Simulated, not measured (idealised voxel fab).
Presented below is a process module, voxel ribs on slabs.
The cross-section shown here is cut; it is 285 nm wide and divided into square cells measuring 5 nm on a side.
We lay out every cross-section as a grid of square cells and spell it out in bands from the top down, where one band means one or more rows of cells. Band: top and bottom heights (nm) first, top before bottom; then materials from left to right, widths in nm. "edge to edge" marks a sole material filling the band edge to edge. "empty" denotes empty space. Height reference: 0 = level under which incoming wafer is all one material. Lowest band: no bottom, runs on downward, e.g. "0 nm and below". Read "30..40" as a graded width: first number on top, second number at the bottom, same change between each pair of neighbouring rows. "same as before" for a step: no cell of the cross-section changed in that step. "Fully sealed voids" specifies each empty space that is not open to the top and that occupies no fewer than 8 cells, using the form width x height at distance, the distance measured from the left edge and all three quantities in nm. Anything after a step's settings on that line? It's the simulator's own note about the step. Regarding "overlay nm": on a step with a mask, it is the distance the mask lay to the right of its planned place; a negative value places it to the left.

Process steps foreseen in the plan:
1. RECEIVE [material Si]
2. DIRECTIONAL_DEP [material SiO2] [thk nm 20]
3. DIRECTIONAL_DEP [material SiN] [thk nm 20]
4. DIRECTIONAL_DEP [material aC] [thk nm 15]
5. PATTERN [tone cover] [mask id RIB] [material resist] [width nm 20] [thk nm 30] [overlay nm 0]
6. DIRECTIONAL_ETCH [etch materials aC] [depth nm 15]
7. STRIP [etch materials resist]
8. DIRECTIONAL_ETCH [etch materials SiN] [depth nm 5]
9. STRIP [etch materials aC]
10. DIRECTIONAL_DEP [material aC] [thk nm 15]
11. PATTERN [tone cover] [mask id SLAB] [material resist] [width nm 70] [thk nm 30] [overlay nm 0]
12. DIRECTIONAL_ETCH [etch materials aC] [depth nm 15]
13. STRIP [etch materials resist]
14. DIRECTIONAL_ETCH [etch materials SiN] [depth nm 15]
15. STRIP [etch materials aC]
16. FILL_DEP [material SiO2] [thk nm 25]
17. CMP [height nm 55]
18. DIRECTIONAL_DEP [material W] [thk nm 10]
19. PATTERN [tone cover] [mask id HEATER] [material resist] [width nm 30] [thk nm 20] [overlay nm 0]
20. DIRECTIONAL_ETCH [etch materials W] [depth nm 10]
21. STRIP [etch materials resist]
22. CONFORMAL_DEP [material SiN] [thk nm 10]

As received (post step 1): cross-section:
* 0 nm and below = Si edge to edge
* Fully sealed voids: none

Module complete - cross-section of the first of two wafers, run according to plan:
* 75 nm to 65 nm = 115 nm empty, then 50 nm SiN, then 120 nm empty
* 65 nm to 55 nm = 125 nm SiN, then 30 nm W, then 130 nm SiN
* 55 nm to 40 nm = SiO2 edge to edge
* 40 nm to 35 nm = 130 nm SiO2, then 20 nm SiN, then 135 nm SiO2
* 35 nm to 20 nm = 105 nm SiO2, then 70 nm SiN, then 110 nm SiO2
* 20 nm to 0 nm = SiO2 edge to edge
* 0 nm and below = Si edge to edge
* Fully sealed voids: none

Second wafer at the end: like start, like plan, one mistake:
* 75 nm to 65 nm = 135 nm SiN, then 10 nm empty, then 140 nm SiN
* 65 nm to 55 nm = 125 nm W, then 30 nm SiN, then 130 nm W
* 55 nm to 40 nm = SiO2 edge to edge
* 40 nm to 35 nm = 130 nm SiO2, then 20 nm SiN, then 135 nm SiO2
* 35 nm to 20 nm = 105 nm SiO2, then 70 nm SiN, then 110 nm SiO2
* 20 nm to 0 nm = SiO2 edge to edge
* 0 nm and below = Si edge to edge
* Fully sealed voids: none
Deviation from plan: step 19 ran with different settings than intended, the actual operation and settings being PATTERN [tone open] [mask id HEATER] [material resist] [width nm 30] [thk nm 20] [overlay nm 0]
Final difference in cells, second wafer against first, listed per material as more or fewer: W +90
